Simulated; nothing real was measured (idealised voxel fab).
process module | voxel released beams
cross-section cut | 220 nm wide | cells 5 nm
A cross-section is a grid of square cells, given in bands from the top down. A band is one or more rows of cells.
Each band's line starts with the height of the band's top and of its bottom, in nm. Then come its materials from left to right, each with its width in nm. One material with "throughout" fills the band from edge to edge. "air" is empty space.
Height 0 is the level under which the wafer as received is all one material. The lowest band goes on downwards, as in "0 down".
A width such as "30 to 40" changes by the same amount from each row of cells to the next, from the band's top row to its bottom row.
"no change" after a step means that no cell of the cross-section changed.
closed voids: empty space of 8 cells or more with no open way to the top, each as width x height at its distance from the left edge, in nm
after a step's settings: what the simulator itself notes on the step
overlay nm, on a step with a mask: how far to the right of its planned place the mask lay; to the left if negative
plan
1 op RECEIVE | material Si
2 op CONFORMAL_DEP | material SiN | thk nm 5
3 op DIRECTIONAL_DEP | material SiO2 | thk nm 10
4 op MASKED_ETCH | tone open | mask id ANCHOR | width nm 25 | etch materials SiO2 | depth nm 10 | overlay nm 0
5 op CONFORMAL_DEP | material polySi | thk nm 10
6 op MASKED_ETCH | tone cover | mask id BEAM | width nm 85 | etch materials polySi | depth nm 10 | overlay nm 0
7 op STRIP | etch materials SiO2
varied across the wafers: width nm of step 6. The plan shows the first wafer's value. All wafers start alike
first wafer as received, after step 1
  0 down: Si throughout
  closed voids: none
each wafer at the end: cells of each material gained (+) or lost (-) since it was received, then its closed voids
width nm 85 | +44 SiN | +42 polySi | closed voids: none
width nm 90 | +44 SiN | +44 polySi | closed voids: none
width nm 95 | +44 SiN | +46 polySi | closed voids: none
width nm 100 | +44 SiN | +48 polySi | closed voids: none
width nm 105 | +44 SiN | +50 polySi | closed voids: none
width nm 110 | +44 SiN | +52 polySi | closed voids: none
